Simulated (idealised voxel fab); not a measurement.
Name of the process module below: voxel transistor to metal
Each square cell in cross-section cut measures 5 nm, and the section as a whole is 195 nm wide.
Cross-section format: a grid of square cells, given as bands from top to bottom; each band is one or more rows of cells.
Band: top and bottom heights (nm) first, top before bottom; then materials from left to right, widths in nm. "everywhere" marks a sole material filling the band edge to edge. "air" denotes empty space.
Ref level 0: as-received wafer is one material below here. Bottom band extends down with no lower bound ("top 0, no bottom").
The expression "30..40" gives the width at the extremes of the band, the first number at its top row of cells and the second at its bottom row, with the width changing by equal amounts from each row to the next in between.
When a step is marked "all unchanged", none of the cells in the cross-section changed during that step.
Voids, fully enclosed: empty space of 8 cells or more with no open way to the top, each as width x height at its distance from the left edge, in nm
Past the settings on a step's line: simulator remark, on that step.
overlay nm: for a step with a mask, the amount by which the mask lay right of where it was planned; a negative amount means left of it.
Read the rest as pairs. Take the cross-section before one process step, then the cross-section after it, which shows only down to the lowest band that changed. Under the pair, find the step between them and its settings. Bear in mind that pairs may come from different runs of this module on the same starting wafer: link a pair to the pair above it only where its entry headed "Status quo ante" says to.

## Status quo ante
    top 45, bottom 30: air=50 | W=15 | air=65 | W=15 | air=50
    top 30, bottom 25: air=50 | TiN=15 | air=65 | TiN=15 | air=50
    top 25, bottom 15: SiO2=60 | TiN=5 | W=5 | TiN=5 | SiO2=65 | TiN=5 | W=5 | TiN=5 | SiO2=40
    top 15, bottom 10: SiO2=60 | TiN=15 | SiO2=5 | SiN=5 | HfO2=5 | TiN=5 | W=5 | TiN=5 | HfO2=5 | SiN=5 | SiO2=25 | TiN=5 | W=5 | TiN=5 | SiO2=40
    top 10, bottom 5: SiO2=60 | TiN=5 | SiGe=15 | SiN=5 | HfO2=5 | TiN=5 | W=5 | TiN=5 | HfO2=5 | SiN=5 | SiGe=15 | SiO2=10 | TiN=15 | SiO2=40
    top 5, bottom 0: SiO2=40 | SiN=5 | SiO2=15 | TiN=5 | SiGe=15 | SiN=5 | HfO2=5 | TiN=15 | HfO2=5 | SiN=5 | SiGe=15 | SiO2=10 | TiN=10 | SiN=5 | SiO2=40
    top 0, bottom -5: SiO2=45 | SiGe=35 | HfO2=35 | SiGe=35 | SiO2=45
    top -5, bottom -15: SiO2=50 | SiGe=30 | Si=35 | SiGe=30 | SiO2=50
    top -15, bottom -30: SiO2=50 | Si=95 | SiO2=50
    top -30, no bottom: Si everywhere
    Voids, fully enclosed: none

## Resultant Cross-Section
    top 55, bottom 45: SiO2 everywhere
    top 45, bottom 30: SiO2=50 | W=15 | SiO2=65 | W=15 | SiO2=50
    top 30, bottom 25: SiO2=50 | TiN=15 | SiO2=65 | TiN=15 | SiO2=50
    Below a height of 25, the structure has not been altered.
    Voids, fully enclosed: none
Process step separating the two views above: FILL_DEP, material SiO2, thk nm 10

Status quo ante: refer to the pair immediately above; the cross-section shown after its step is the state before this one.

## Resultant Cross-Section
    top 45, bottom 30: SiO2=50 | W=15 | SiO2=65 | W=15 | SiO2=50
    Below a height of 30, the structure has not been altered.
    Voids, fully enclosed: none
Process step separating the two views above: CMP, height nm 45

Status quo ante: refer to the pair immediately above; the cross-section shown after its step is the state before this one.

## Resultant Cross-Section
    top 50, bottom 45: SiCN everywhere
    Below a height of 45, the structure has not been altered.
    Voids, fully enclosed: none
Process step separating the two views above: CONFORMAL_DEP, material SiCN, thk nm 5

Status quo ante: refer to the pair immediately above; the cross-section shown after its step is the state before this one.

## Resultant Cross-Section
    top 80, bottom 50: SiO2 everywhere
    Below a height of 50, the structure has not been altered.
    Voids, fully enclosed: none
Process step separating the two views above: DIRECTIONAL_DEP, material SiO2, thk nm 30

Status quo ante: refer to the pair immediately above; the cross-section shown after its step is the state before this one.

## Resultant Cross-Section
    top 95, bottom 80: aC everywhere
    Below a height of 80, the structure has not been altered.
    Voids, fully enclosed: none
Process step separating the two views above: DIRECTIONAL_DEP, material aC, thk nm 15

Status quo ante: refer to the pair immediately above; the cross-section shown after its step is the state before this one.

## Resultant Cross-Section
    top 130, bottom 95: resist=50 | air=15 | resist=65 | air=15 | resist=50
    Below a height of 95, the structure has not been altered.
    Voids, fully enclosed: none
Process step separating the two views above: PATTERN, tone open, mask id METAL_2, material resist, width nm 15, pitch nm 80, thk nm 35, overlay nm 0

Status quo ante: refer to the pair immediately above; the cross-section shown after its step is the state before this one.

## Resultant Cross-Section
    top 115, bottom 95: resist=50 | air=15 | resist=65 | air=15 | resist=50
    top 95, bottom 80: aC=50 | air=15 | aC=65 | air=15 | aC=50
    Below a height of 80, the structure has not been altered.
    Voids, fully enclosed: none
Process step separating the two views above: DIRECTIONAL_ETCH, etch materials aC, depth nm 15

Status quo ante: refer to the pair immediately above; the cross-section shown after its step is the state before this one.

## Resultant Cross-Section
    top 95, bottom 80: aC=50 | air=15 | aC=65 | air=15 | aC=50
    Below a height of 80, the structure has not been altered.
    Voids, fully enclosed: none
Process step separating the two views above: STRIP, etch materials resist

Status quo ante: refer to the pair immediately above; the cross-section shown after its step is the state before this one.

## Resultant Cross-Section
    top 95, bottom 80: aC=50 | air=15 | aC=65 | air=15 | aC=50
    top 80, bottom 60: SiO2=50 | air=15 | SiO2=65 | air=15 | SiO2=50
    Below a height of 60, the structure has not been altered.
    Voids, fully enclosed: none
Process step separating the two views above: DIRECTIONAL_ETCH, etch materials SiO2, depth nm 20

Status quo ante: refer to the pair immediately above; the cross-section shown after its step is the state before this one.

## Resultant Cross-Section
    top 80, bottom 60: SiO2=50 | air=15 | SiO2=65 | air=15 | SiO2=50
    Below a height of 60, the structure has not been altered.
    Voids, fully enclosed: none
Process step separating the two views above: STRIP, etch materials aC

Status quo ante: refer to the pair immediately above; the cross-section shown after its step is the state before this one.

## Resultant Cross-Section
    top 95, bottom 80: resist=50 | air=15 | resist=65 | air=15 | resist=50
    Below a height of 80, the structure has not been altered.
    Voids, fully enclosed: none
Process step separating the two views above: PATTERN, tone open, mask id METAL_2_HOLES, material resist, width nm 15, pitch nm 80, thk nm 15, overlay nm 0

Status quo ante: refer to the pair immediately above; the cross-section shown after its step is the state before this one.

## Resultant Cross-Section
    top 95, bottom 80: resist=50 | air=15 | resist=65 | air=15 | resist=50
    top 80, bottom 50: SiO2=50 | air=15 | SiO2=65 | air=15 | SiO2=50
    Below a height of 50, the structure has not been altered.
    Voids, fully enclosed: none
Process step separating the two views above: DIRECTIONAL_ETCH, etch materials SiO2, depth nm 10

Status quo ante: refer to the pair immediately above; the cross-section shown after its step is the state before this one.

## Resultant Cross-Section
    top 95, bottom 80: resist=50 | air=15 | resist=65 | air=15 | resist=50
    top 80, bottom 50: SiO2=50 | air=15 | SiO2=65 | air=15 | SiO2=50
    top 50, bottom 45: SiCN=50 | air=15 | SiCN=65 | air=15 | SiCN=50
    Below a height of 45, the structure has not been altered.
    Voids, fully enclosed: none
Process step separating the two views above: DIRECTIONAL_ETCH, etch materials SiCN, depth nm 5

Status quo ante: refer to the pair immediately above; the cross-section shown after its step is the state before this one.

## Resultant Cross-Section
    top 80, bottom 50: SiO2=50 | air=15 | SiO2=65 | air=15 | SiO2=50
    Below a height of 50, the structure has not been altered.
    Voids, fully enclosed: none
Process step separating the two views above: STRIP, etch materials resist

Status quo ante: refer to the pair immediately above; the cross-section shown after its step is the state before this one.

## Resultant Cross-Section
    top 85, bottom 80: TiN=55 | air=5 | TiN=75 | air=5 | TiN=55
    top 80, bottom 50: SiO2=50 | TiN=5 | air=5 | TiN=5 | SiO2=65 | TiN=5 | air=5 | TiN=5 | SiO2=50
    top 50, bottom 45: SiCN=50 | TiN=15 | SiCN=65 | TiN=15 | SiCN=50
    Below a height of 45, the structure has not been altered.
    Voids, fully enclosed: none
Process step separating the two views above: CONFORMAL_DEP, material TiN, thk nm 5

Status quo ante: refer to the pair immediately above; the cross-section shown after its step is the state before this one.

## Resultant Cross-Section
    top 95, bottom 85: Ru everywhere
    top 85, bottom 80: TiN=55 | Ru=5 | TiN=75 | Ru=5 | TiN=55
    top 80, bottom 50: SiO2=50 | TiN=5 | Ru=5 | TiN=5 | SiO2=65 | TiN=5 | Ru=5 | TiN=5 | SiO2=50
    Below a height of 50, the structure has not been altered.
    Voids, fully enclosed: none
Process step separating the two views above: FILL_DEP, material Ru, thk nm 10

Status quo ante: refer to the pair immediately above; the cross-section shown after its step is the state before this one.

## Resultant Cross-Section
    top 80, bottom 50: SiO2=50 | TiN=5 | Ru=5 | TiN=5 | SiO2=65 | TiN=5 | Ru=5 | TiN=5 | SiO2=50
    Below a height of 50, the structure has not been altered.
    Voids, fully enclosed: none
Process step separating the two views above: CMP, height nm 80

Status quo ante: refer to the pair immediately above; the cross-section shown after its step is the state before this one.

## Resultant Cross-Section
    top 85, bottom 80: SiCN everywhere
    Below a height of 80, the structure has not been altered.
    Voids, fully enclosed: none
Process step separating the two views above: CONFORMAL_DEP, material SiCN, thk nm 5

## Status quo ante
    top 5, bottom 0: SiO2=40 | air=115 | SiO2=40
    top 0, bottom -5: SiO2 everywhere
    top -5, bottom -30: SiO2=50 | Si=95 | SiO2=50
    top -30, no bottom: Si everywhere
    Voids, fully enclosed: none

## Resultant Cross-Section
    top 25, bottom 20: SiN=40 | air=115 | SiN=40
    top 20, bottom 5: SiN everywhere
    top 5, bottom 0: SiO2=40 | SiN=115 | SiO2=40
    Below a height of 0, the structure has not been altered.
    Voids, fully enclosed: none
Process step separating the two views above: DIRECTIONAL_DEP, material SiN, thk nm 20

Status quo ante: refer to the pair immediately above; the cross-section shown after its step is the state before this one.

## Resultant Cross-Section
    top 40, bottom 35: SiCN=40 | air=115 | SiCN=40
    top 35, bottom 25: SiCN everywhere
    top 25, bottom 20: SiN=40 | SiCN=115 | SiN=40
    Below a height of 20, the structure has not been altered.
    Voids, fully enclosed: none
Process step separating the two views above: DIRECTIONAL_DEP, material SiCN, thk nm 15

Status quo ante: refer to the pair immediately above; the cross-section shown after its step is the state before this one.

## Resultant Cross-Section
    top 50, bottom 45: aC=40 | air=115 | aC=40
    top 45, bottom 40: aC everywhere
    top 40, bottom 35: SiCN=40 | aC=115 | SiCN=40
    Below a height of 35, the structure has not been altered.
    Voids, fully enclosed: none
Process step separating the two views above: DIRECTIONAL_DEP, material aC, thk nm 10

Status quo ante: refer to the pair immediately above; the cross-section shown after its step is the state before this one.

## Resultant Cross-Section
    top 80, bottom 50: air=85 | resist=25 | air=85
    top 50, bottom 45: aC=40 | air=45 | resist=25 | air=45 | aC=40
    Below a height of 45, the structure has not been altered.
    Voids, fully enclosed: none
Process step separating the two views above: PATTERN, tone cover, mask id GATE, material resist, width nm 25, thk nm 30, overlay nm 0

Status quo ante: refer to the pair immediately above; the cross-section shown after its step is the state before this one.

## Resultant Cross-Section
    top 70, bottom 45: air=85 | resist=25 | air=85
    top 45, bottom 40: air=85 | aC=25 | air=85
    top 40, bottom 35: SiCN=40 | air=45 | aC=25 | air=45 | SiCN=40
    Below a height of 35, the structure has not been altered.
    Voids, fully enclosed: none
Process step separating the two views above: DIRECTIONAL_ETCH, etch materials aC, depth nm 10

Status quo ante: refer to the pair immediately above; the cross-section shown after its step is the state before this one.

## Resultant Cross-Section
    top 45, bottom 40: air=85 | aC=25 | air=85
    Below a height of 40, the structure has not been altered.
    Voids, fully enclosed: none
Process step separating the two views above: STRIP, etch materials resist

Status quo ante: refer to the pair immediately above; the cross-section shown after its step is the state before this one.

## Resultant Cross-Section
    top 45, bottom 35: air=85 | aC=25 | air=85
    top 35, bottom 25: air=85 | SiCN=25 | air=85
    top 25, bottom 20: SiN=40 | air=45 | SiCN=25 | air=45 | SiN=40
    Below a height of 20, the structure has not been altered.
    Voids, fully enclosed: none
Process step separating the two views above: DIRECTIONAL_ETCH, etch materials SiCN, depth nm 25

Status quo ante: refer to the pair immediately above; the cross-section shown after its step is the state before this one.

## Resultant Cross-Section
    top 35, bottom 25: air=85 | SiCN=25 | air=85
    Below a height of 25, the structure has not been altered.
    Voids, fully enclosed: none
Process step separating the two views above: STRIP, etch materials aC

Status quo ante: refer to the pair immediately above; the cross-section shown after its step is the state before this one.

## Resultant Cross-Section
    top 40, bottom 35: air=80 | SiN=35 | air=80
    top 35, bottom 30: air=80 | SiN=5 | SiCN=25 | SiN=5 | air=80
    top 30, bottom 25: SiN=45 | air=35 | SiN=5 | SiCN=25 | SiN=5 | air=35 | SiN=45
    top 25, bottom 20: SiN=85 | SiCN=25 | SiN=85
    Below a height of 20, the structure has not been altered.
    Voids, fully enclosed: none
Process step separating the two views above: CONFORMAL_DEP, material SiN, thk nm 5

Status quo ante: refer to the pair immediately above; the cross-section shown after its step is the state before this one.

## Resultant Cross-Section
    top 35, bottom 25: air=80 | SiN=5 | SiCN=25 | SiN=5 | air=80
    top 25, bottom 20: SiN=45 | air=35 | SiN=5 | SiCN=25 | SiN=5 | air=35 | SiN=45
    Below a height of 20, the structure has not been altered.
    Voids, fully enclosed: none
Process step separating the two views above: DIRECTIONAL_ETCH, etch materials SiN, depth nm 5

Status quo ante: refer to the pair immediately above; the cross-section shown after its step is the state before this one.

## Resultant Cross-Section
    top 45, bottom 35: SiO2 everywhere
    top 35, bottom 25: SiO2=80 | SiN=5 | SiCN=25 | SiN=5 | SiO2=80
    top 25, bottom 20: SiN=45 | SiO2=35 | SiN=5 | SiCN=25 | SiN=5 | SiO2=35 | SiN=45
    Below a height of 20, the structure has not been altered.
    Voids, fully enclosed: none
Process step separating the two views above: FILL_DEP, material SiO2, thk nm 10

Status quo ante: refer to the pair immediately above; the cross-section shown after its step is the state before this one.

## Resultant Cross-Section
    top 20, bottom 5: SiN everywhere
    Below a height of 5, the structure has not been altered.
    Voids, fully enclosed: none
Process step separating the two views above: CMP, height nm 20

Status quo ante: refer to the pair immediately above; the cross-section shown after its step is the state before this one.

## Resultant Cross-Section
    top 25, bottom 20: HfO2 everywhere
    Below a height of 20, the structure has not been altered.
    Voids, fully enclosed: none
Process step separating the two views above: CONFORMAL_DEP, material HfO2, thk nm 5

Status quo ante: refer to the pair immediately above; the cross-section shown after its step is the state before this one.

## Resultant Cross-Section
    top 30, bottom 25: TiN everywhere
    Below a height of 25, the structure has not been altered.
    Voids, fully enclosed: none
Process step separating the two views above: CONFORMAL_DEP, material TiN, thk nm 5

Status quo ante: refer to the pair immediately above; the cross-section shown after its step is the state before this one.

## Resultant Cross-Section
    top 40, bottom 30: W everywhere
    Below a height of 30, the structure has not been altered.
    Voids, fully enclosed: none
Process step separating the two views above: FILL_DEP, material W, thk nm 10

Status quo ante: refer to the pair immediately above; the cross-section shown after its step is the state before this one.

## Resultant Cross-Section
    top 15, bottom 5: SiN everywhere
    Below a height of 5, the structure has not been altered.
    Voids, fully enclosed: none
Process step separating the two views above: CMP, height nm 15

Status quo ante: refer to the pair immediately above; the cross-section shown after its step is the state before this one.

## Resultant Cross-Section
    top 25, bottom 15: SiO2 everywhere
    Below a height of 15, the structure has not been altered.
    Voids, fully enclosed: none
Process step separating the two views above: DIRECTIONAL_DEP, material SiO2, thk nm 10

Status quo ante: refer to the pair immediately above; the cross-section shown after its step is the state before this one.

## Resultant Cross-Section
    top 25, bottom 15: SiO2=50 | air=15 | SiO2=65 | air=15 | SiO2=50
    Below a height of 15, the structure has not been altered.
    Voids, fully enclosed: none
Process step separating the two views above: MASKED_ETCH, tone open, mask id CONTACT, width nm 15, pitch nm 80, etch materials SiO2, depth nm 25, overlay nm 0

Status quo ante: refer to the pair immediately above; the cross-section shown after its step is the state before this one.

## Resultant Cross-Section
    top 30, bottom 25: TiN=55 | air=5 | TiN=75 | air=5 | TiN=55
    top 25, bottom 20: SiO2=50 | TiN=5 | air=5 | TiN=5 | SiO2=65 | TiN=5 | air=5 | TiN=5 | SiO2=50
    top 20, bottom 15: SiO2=50 | TiN=15 | SiO2=65 | TiN=15 | SiO2=50
    Below a height of 15, the structure has not been altered.
    Voids, fully enclosed: none
Process step separating the two views above: CONFORMAL_DEP, material TiN, thk nm 5

Status quo ante: refer to the pair immediately above; the cross-section shown after its step is the state before this one.

## Resultant Cross-Section
    top 35, bottom 30: W everywhere
    top 30, bottom 25: TiN=55 | W=5 | TiN=75 | W=5 | TiN=55
    top 25, bottom 20: SiO2=50 | TiN=5 | W=5 | TiN=5 | SiO2=65 | TiN=5 | W=5 | TiN=5 | SiO2=50
    Below a height of 20, the structure has not been altered.
    Voids, fully enclosed: none
Process step separating the two views above: FILL_DEP, material W, thk nm 5

Status quo ante: refer to the pair immediately above; the cross-section shown after its step is the state before this one.

## Resultant Cross-Section
    top 25, bottom 20: SiO2=50 | TiN=5 | W=5 | TiN=5 | SiO2=65 | TiN=5 | W=5 | TiN=5 | SiO2=50
    Below a height of 20, the structure has not been altered.
    Voids, fully enclosed: none
Process step separating the two views above: CMP, height nm 25

Status quo ante: refer to the pair immediately above; the cross-section shown after its step is the state before this one.

## Resultant Cross-Section
    top 30, bottom 25: TiN everywhere
    Below a height of 25, the structure has not been altered.
    Voids, fully enclosed: none
Process step separating the two views above: DIRECTIONAL_DEP, material TiN, thk nm 5

Status quo ante: refer to the pair immediately above; the cross-section shown after its step is the state before this one.

## Resultant Cross-Section
    top 45, bottom 30: W everywhere
    Below a height of 30, the structure has not been altered.
    Voids, fully enclosed: none
Process step separating the two views above: DIRECTIONAL_DEP, material W, thk nm 15

Status quo ante: refer to the pair immediately above; the cross-section shown after its step is the state before this one.

## Resultant Cross-Section
    top 60, bottom 45: aC everywhere
    Below a height of 45, the structure has not been altered.
    Voids, fully enclosed: none
Process step separating the two views above: DIRECTIONAL_DEP, material aC, thk nm 15

Status quo ante: refer to the pair immediately above; the cross-section shown after its step is the state before this one.

## Resultant Cross-Section
    top 95, bottom 60: air=50 | resist=15 | air=65 | resist=15 | air=50
    Below a height of 60, the structure has not been altered.
    Voids, fully enclosed: none
Process step separating the two views above: PATTERN, tone cover, mask id METAL_1, material resist, width nm 15, pitch nm 80, thk nm 35, overlay nm 0

Status quo ante: refer to the pair immediately above; the cross-section shown after its step is the state before this one.

## Resultant Cross-Section
    top 80, bottom 60: air=50 | resist=15 | air=65 | resist=15 | air=50
    top 60, bottom 45: air=50 | aC=15 | air=65 | aC=15 | air=50
    Below a height of 45, the structure has not been altered.
    Voids, fully enclosed: none
Process step separating the two views above: DIRECTIONAL_ETCH, etch materials aC, depth nm 15

Status quo ante: refer to the pair immediately above; the cross-section shown after its step is the state before this one.

## Resultant Cross-Section
    top 60, bottom 45: air=50 | aC=15 | air=65 | aC=15 | air=50
    Below a height of 45, the structure has not been altered.
    Voids, fully enclosed: none
Process step separating the two views above: STRIP, etch materials resist

Status quo ante: refer to the pair immediately above; the cross-section shown after its step is the state before this one.

## Resultant Cross-Section
    top 60, bottom 45: air=50 | aC=15 | air=65 | aC=15 | air=50
    top 45, bottom 30: air=50 | W=15 | air=65 | W=15 | air=50
    Below a height of 30, the structure has not been altered.
    Voids, fully enclosed: none
Process step separating the two views above: DIRECTIONAL_ETCH, etch materials W, depth nm 15

Status quo ante: refer to the pair immediately above; the cross-section shown after its step is the state before this one.

## Resultant Cross-Section
    top 60, bottom 45: air=50 | aC=15 | air=65 | aC=15 | air=50
    top 45, bottom 30: air=50 | W=15 | air=65 | W=15 | air=50
    top 30, bottom 25: air=50 | TiN=15 | air=65 | TiN=15 | air=50
    Below a height of 25, the structure has not been altered.
    Voids, fully enclosed: none
Process step separating the two views above: DIRECTIONAL_ETCH, etch materials TiN, depth nm 5

Status quo ante: refer to the pair immediately above; the cross-section shown after its step is the state before this one.

## Resultant Cross-Section
    top 45, bottom 30: air=50 | W=15 | air=65 | W=15 | air=50
    Below a height of 30, the structure has not been altered.
    Voids, fully enclosed: none
Process step separating the two views above: STRIP, etch materials aC

Status quo ante: refer to the pair immediately above; the cross-section shown after its step is the state before this one.

## Resultant Cross-Section
    top 55, bottom 45: SiO2 everywhere
    top 45, bottom 30: SiO2=50 | W=15 | SiO2=65 | W=15 | SiO2=50
    top 30, bottom 25: SiO2=50 | TiN=15 | SiO2=65 | TiN=15 | SiO2=50
    Below a height of 25, the structure has not been altered.
    Voids, fully enclosed: none
Process step separating the two views above: FILL_DEP, material SiO2, thk nm 10

Status quo ante: refer to the pair immediately above; the cross-section shown after its step is the state before this one.

## Resultant Cross-Section
    top 45, bottom 30: SiO2=50 | W=15 | SiO2=65 | W=15 | SiO2=50
    Below a height of 30, the structure has not been altered.
    Voids, fully enclosed: none
Process step separating the two views above: CMP, height nm 45

Status quo ante: refer to the pair immediately above; the cross-section shown after its step is the state before this one.

## Resultant Cross-Section
    top 50, bottom 45: SiCN everywhere
    Below a height of 45, the structure has not been altered.
    Voids, fully enclosed: none
Process step separating the two views above: CONFORMAL_DEP, material SiCN, thk nm 5

Status quo ante: refer to the pair immediately above; the cross-section shown after its step is the state before this one.

## Resultant Cross-Section
    top 80, bottom 50: SiO2 everywhere
    Below a height of 50, the structure has not been altered.
    Voids, fully enclosed: none
Process step separating the two views above: DIRECTIONAL_DEP, material SiO2, thk nm 30

Status quo ante: refer to the pair immediately above; the cross-section shown after its step is the state before this one.

## Resultant Cross-Section
    top 95, bottom 80: aC everywhere
    Below a height of 80, the structure has not been altered.
    Voids, fully enclosed: none
Process step separating the two views above: DIRECTIONAL_DEP, material aC, thk nm 15

Status quo ante: refer to the pair immediately above; the cross-section shown after its step is the state before this one.

## Resultant Cross-Section
    top 130, bottom 95: resist=50 | air=15 | resist=65 | air=15 | resist=50
    Below a height of 95, the structure has not been altered.
    Voids, fully enclosed: none
Process step separating the two views above: PATTERN, tone open, mask id METAL_2, material resist, width nm 15, pitch nm 80, thk nm 35, overlay nm 0

Status quo ante: refer to the pair immediately above; the cross-section shown after its step is the state before this one.

## Resultant Cross-Section
    top 115, bottom 95: resist=50 | air=15 | resist=65 | air=15 | resist=50
    top 95, bottom 80: aC=50 | air=15 | aC=65 | air=15 | aC=50
    Below a height of 80, the structure has not been altered.
    Voids, fully enclosed: none
Process step separating the two views above: DIRECTIONAL_ETCH, etch materials aC, depth nm 15

Status quo ante: refer to the pair immediately above; the cross-section shown after its step is the state before this one.

## Resultant Cross-Section
    top 95, bottom 80: aC=50 | air=15 | aC=65 | air=15 | aC=50
    Below a height of 80, the structure has not been altered.
    Voids, fully enclosed: none
Process step separating the two views above: STRIP, etch materials resist

Status quo ante: refer to the pair immediately above; the cross-section shown after its step is the state before this one.

## Resultant Cross-Section
    top 95, bottom 80: aC=50 | air=15 | aC=65 | air=15 | aC=50
    top 80, bottom 60: SiO2=50 | air=15 | SiO2=65 | air=15 | SiO2=50
    Below a height of 60, the structure has not been altered.
    Voids, fully enclosed: none
Process step separating the two views above: DIRECTIONAL_ETCH, etch materials SiO2, depth nm 20

Status quo ante: refer to the pair immediately above; the cross-section shown after its step is the state before this one.

## Resultant Cross-Section
    top 80, bottom 60: SiO2=50 | air=15 | SiO2=65 | air=15 | SiO2=50
    Below a height of 60, the structure has not been altered.
    Voids, fully enclosed: none
Process step separating the two views above: STRIP, etch materials aC

Status quo ante: refer to the pair immediately above; the cross-section shown after its step is the state before this one.

## Resultant Cross-Section
    top 95, bottom 80: resist=50 | air=15 | resist=65 | air=15 | resist=50
    Below a height of 80, the structure has not been altered.
    Voids, fully enclosed: none
Process step separating the two views above: PATTERN, tone open, mask id METAL_2_HOLES, material resist, width nm 15, pitch nm 80, thk nm 15, overlay nm 0

Status quo ante: refer to the pair immediately above; the cross-section shown after its step is the state before this one.

## Resultant Cross-Section
    top 95, bottom 80: resist=50 | air=15 | resist=65 | air=15 | resist=50
    top 80, bottom 50: SiO2=50 | air=15 | SiO2=65 | air=15 | SiO2=50
    Below a height of 50, the structure has not been altered.
    Voids, fully enclosed: none
Process step separating the two views above: DIRECTIONAL_ETCH, etch materials SiO2, depth nm 10

Status quo ante: refer to the pair immediately above; the cross-section shown after its step is the state before this one.

## Resultant Cross-Section
    top 95, bottom 80: resist=50 | air=15 | resist=65 | air=15 | resist=50
    top 80, bottom 50: SiO2=50 | air=15 | SiO2=65 | air=15 | SiO2=50
    top 50, bottom 45: SiCN=50 | air=15 | SiCN=65 | air=15 | SiCN=50
    Below a height of 45, the structure has not been altered.
    Voids, fully enclosed: none
Process step separating the two views above: DIRECTIONAL_ETCH, etch materials SiCN, depth nm 5

Status quo ante: refer to the pair immediately above; the cross-section shown after its step is the state before this one.

## Resultant Cross-Section
    top 80, bottom 50: SiO2=50 | air=15 | SiO2=65 | air=15 | SiO2=50
    Below a height of 50, the structure has not been altered.
    Voids, fully enclosed: none
Process step separating the two views above: STRIP, etch materials resist

Status quo ante: refer to the pair immediately above; the cross-section shown after its step is the state before this one.

## Resultant Cross-Section
    top 85, bottom 80: TiN=55 | air=5 | TiN=75 | air=5 | TiN=55
    top 80, bottom 50: SiO2=50 | TiN=5 | air=5 | TiN=5 | SiO2=65 | TiN=5 | air=5 | TiN=5 | SiO2=50
    top 50, bottom 45: SiCN=50 | TiN=15 | SiCN=65 | TiN=15 | SiCN=50
    Below a height of 45, the structure has not been altered.
    Voids, fully enclosed: none
Process step separating the two views above: CONFORMAL_DEP, material TiN, thk nm 5

Status quo ante: refer to the pair immediately above; the cross-section shown after its step is the state before this one.

## Resultant Cross-Section
    top 95, bottom 85: Ru everywhere
    top 85, bottom 80: TiN=55 | Ru=5 | TiN=75 | Ru=5 | TiN=55
    top 80, bottom 50: SiO2=50 | TiN=5 | Ru=5 | TiN=5 | SiO2=65 | TiN=5 | Ru=5 | TiN=5 | SiO2=50
    Below a height of 50, the structure has not been altered.
    Voids, fully enclosed: none
Process step separating the two views above: FILL_DEP, material Ru, thk nm 10

Status quo ante: refer to the pair immediately above; the cross-section shown after its step is the state before this one.

## Resultant Cross-Section
    top 80, bottom 50: SiO2=50 | TiN=5 | Ru=5 | TiN=5 | SiO2=65 | TiN=5 | Ru=5 | TiN=5 | SiO2=50
    Below a height of 50, the structure has not been altered.
    Voids, fully enclosed: none
Process step separating the two views above: CMP, height nm 80

Status quo ante: refer to the pair immediately above; the cross-section shown after its step is the state before this one.

## Resultant Cross-Section
    top 85, bottom 80: SiCN everywhere
    Below a height of 80, the structure has not been altered.
    Voids, fully enclosed: none
Process step separating the two views above: CONFORMAL_DEP, material SiCN, thk nm 5

## Status quo ante
    top 80, bottom 60: SiO2=50 | air=15 | SiO2=65 | air=15 | SiO2=50
    top 60, bottom 50: SiO2 everywhere
    top 50, bottom 45: SiCN everywhere
    top 45, bottom 30: SiO2=50 | W=15 | SiO2=65 | W=15 | SiO2=50
    top 30, bottom 25: SiO2=50 | TiN=15 | SiO2=65 | TiN=15 | SiO2=50
    top 25, bottom 15: SiO2=50 | TiN=5 | W=5 | TiN=5 | SiO2=65 | TiN=5 | W=5 | TiN=5 | SiO2=50
    top 15, bottom 10: SiO2=50 | TiN=5 | W=5 | TiN=5 | SiO2=15 | SiN=5 | HfO2=5 | TiN=5 | W=5 | TiN=5 | HfO2=5 | SiN=5 | SiO2=15 | TiN=5 | W=5 | TiN=5 | SiO2=50
    top 10, bottom 5: SiO2=50 | TiN=5 | W=5 | TiN=5 | SiGe=15 | SiN=5 | HfO2=5 | TiN=5 | W=5 | TiN=5 | HfO2=5 | SiN=5 | SiGe=15 | TiN=5 | W=5 | TiN=5 | SiO2=50
    top 5, bottom 0: SiO2=40 | SiN=5 | SiO2=5 | TiN=15 | SiGe=15 | SiN=5 | HfO2=5 | TiN=15 | HfO2=5 | SiN=5 | SiGe=15 | TiN=15 | SiO2=5 | SiN=5 | SiO2=40
    top 0, bottom -5: SiO2=45 | SiGe=35 | HfO2=35 | SiGe=35 | SiO2=45
    top -5, bottom -15: SiO2=50 | SiGe=30 | Si=35 | SiGe=30 | SiO2=50
    top -15, bottom -30: SiO2=50 | Si=95 | SiO2=50
    top -30, no bottom: Si everywhere
    Voids, fully enclosed: none

## Resultant Cross-Section
    top 95, bottom 80: air=50 | resist=15 | air=65 | resist=15 | air=50
    top 80, bottom 60: SiO2=50 | resist=15 | SiO2=65 | resist=15 | SiO2=50
    Below a height of 60, the structure has not been altered.
    Voids, fully enclosed: none
Process step separating the two views above: PATTERN, tone cover, mask id METAL_2_HOLES, material resist, width nm 15, pitch nm 80, thk nm 15, overlay nm 0

Status quo ante: refer to the pair immediately above; the cross-section shown after its step is the state before this one.

## Resultant Cross-Section
    top 95, bottom 70: air=50 | resist=15 | air=65 | resist=15 | air=50
    Below a height of 70, the structure has not been altered.
    Voids, fully enclosed: none
Process step separating the two views above: DIRECTIONAL_ETCH, etch materials SiO2, depth nm 10

Status quo ante: refer to the pair immediately above; the cross-section shown after its step is the state before this one.

## Resultant Cross-Section
    top 70, bottom 60: SiO2=50 | air=15 | SiO2=65 | air=15 | SiO2=50
    Below a height of 60, the structure has not been altered.
    Voids, fully enclosed: none
Process step separating the two views above: STRIP, etch materials resist

Status quo ante: refer to the pair immediately above; the cross-section shown after its step is the state before this one.

## Resultant Cross-Section
    top 75, bottom 70: TiN=55 | air=5 | TiN=75 | air=5 | TiN=55
    top 70, bottom 65: SiO2=50 | TiN=5 | air=5 | TiN=5 | SiO2=65 | TiN=5 | air=5 | TiN=5 | SiO2=50
    top 65, bottom 60: SiO2=50 | TiN=15 | SiO2=65 | TiN=15 | SiO2=50
    Below a height of 60, the structure has not been altered.
    Voids, fully enclosed: none
Process step separating the two views above: CONFORMAL_DEP, material TiN, thk nm 5

Status quo ante: refer to the pair immediately above; the cross-section shown after its step is the state before this one.

## Resultant Cross-Section
    top 85, bottom 75: Ru everywhere
    top 75, bottom 70: TiN=55 | Ru=5 | TiN=75 | Ru=5 | TiN=55
    top 70, bottom 65: SiO2=50 | TiN=5 | Ru=5 | TiN=5 | SiO2=65 | TiN=5 | Ru=5 | TiN=5 | SiO2=50
    Below a height of 65, the structure has not been altered.
    Voids, fully enclosed: none
Process step separating the two views above: FILL_DEP, material Ru, thk nm 10

Status quo ante: refer to the pair immediately above; the cross-section shown after its step is the state before this one.

## Resultant Cross-Section
    top 80, bottom 75: Ru everywhere
    Below a height of 75, the structure has not been altered.
    Voids, fully enclosed: none
Process step separating the two views above: CMP, height nm 80
